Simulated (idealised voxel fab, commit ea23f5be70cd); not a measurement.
Name of the process module below: voxel wiring stack
cross-section cut | 195 nm wide | cells 5 nm
We lay out every cross-section as a grid of square cells and spell it out in bands from the top down, where one band means one or more rows of cells. Look at the band entry: it leads with the top's height and the bottom's height in nm. Then it lists the materials left to right, with a width in nm for each. The word "edge to edge" on a single material says that material fills the band edge to edge. The word "blank" is empty space. Beneath 0, the wafer as received is one material, and that level is where height counting begins. The lowest band goes on downward without a bottom; it is written like "0 nm and below". Note: "30->40" means the width goes from the first number (top row of the band) to the second number (bottom row) in equal steps per row of cells. "no alteration" means the step left every cell of the cross-section as it was. Look at "Sealed cavities" for the closed voids: empty spaces with no open path to the top, sized 8 cells or up. Each is width x height at distance, distance from the left edge, all nm. Formally, on a step line, whatever follows the settings is a remark that the simulator itself makes on the step. The "overlay nm" setting may appear on a step's line; for a step that uses a mask, it gives how far to the right of its planned position the mask lay, and a negative value indicates the left.
INTENDED PROCESS STEPS
1: op RECEIVE | material Si
2: op CONFORMAL_DEP | material SiO2 | thk nm 10
3: op DIRECTIONAL_DEP | material TiN | thk nm 5
4: op DIRECTIONAL_DEP | material W | thk nm 20
5: op DIRECTIONAL_DEP | material aC | thk nm 10
6: op PATTERN | tone cover | mask id METAL_1 | material resist | width nm 25 | pitch nm 50 | thk nm 25 | overlay nm 0
7: op DIRECTIONAL_ETCH | etch materials aC | depth nm 10
8: op STRIP | etch materials resist
9: op DIRECTIONAL_ETCH | etch materials W | depth nm 20
10: op DIRECTIONAL_ETCH | etch materials TiN | depth nm 5
11: op STRIP | etch materials aC
12: op FILL_DEP | material lowk | thk nm 5
13: op CMP | height nm 35
14: op CONFORMAL_DEP | material SiCN | thk nm 5
15: op DIRECTIONAL_DEP | material lowk | thk nm 10
16: op MASKED_ETCH | tone open | mask id PLUG_1 | width nm 15 | etch materials lowk | depth nm 10 | overlay nm 0
17: op MASKED_ETCH | tone open | mask id PLUG_1 | width nm 15 | etch materials SiCN | depth nm 5 | overlay nm 0
18: op CONFORMAL_DEP | material TiN | thk nm 5
19: op FILL_DEP | material W | thk nm 5
20: op CMP | height nm 50
21: op DIRECTIONAL_DEP | material TiN | thk nm 5
22: op DIRECTIONAL_DEP | material W | thk nm 20
23: op PATTERN | tone cover | mask id METAL_2 | material resist | width nm 25 | pitch nm 50 | thk nm 15 | overlay nm 0
24: op DIRECTIONAL_ETCH | etch materials W | depth nm 20
25: op DIRECTIONAL_ETCH | etch materials TiN | depth nm 5
26: op STRIP | etch materials resist
27: op CONFORMAL_DEP | material SiCN | thk nm 5
28: op FILL_DEP | material lowk | thk nm 10
29: op CMP | height nm 75
30: op CONFORMAL_DEP | material SiN | thk nm 5
CROSS-SECTION OF THE WAFER AS IT CAME TO US, I.E., ALREADY THROUGH STEP 1
- 0 nm and below | Si edge to edge
- Sealed cavities: none
CROSS-SECTION AT MODULE END, ONE RUN ERROR; START AND PLAN UNCHANGED FROM ABOVE
- 80 nm to 75 nm | SiN edge to edge
- 75 nm to 55 nm | lowk=60 | SiCN=5 | W=25 | SiCN=5 | lowk=15 | SiCN=5 | W=25 | SiCN=5 | lowk=50
- 55 nm to 50 nm | SiCN=65 | TiN=25 | SiCN=25 | TiN=25 | SiCN=55
- 50 nm to 40 nm | lowk=60 | TiN=5 | W=5 | TiN=5 | lowk=120
- 40 nm to 35 nm | SiCN=60 | TiN=15 | SiCN=120
- 35 nm to 15 nm | lowk=60 | W=25 | lowk=25 | W=25 | lowk=60
- 15 nm to 10 nm | lowk=60 | TiN=25 | lowk=25 | TiN=25 | lowk=60
- 10 nm to 0 nm | SiO2 edge to edge
- 0 nm and below | Si edge to edge
- Sealed cavities: none
So what did we get wrong on this run? off-plan run, step 23, actual operation and settings op PATTERN | tone cover | mask id METAL_2 | material resist | width nm 25 | pitch nm 50 | thk nm 15 | overlay nm 5
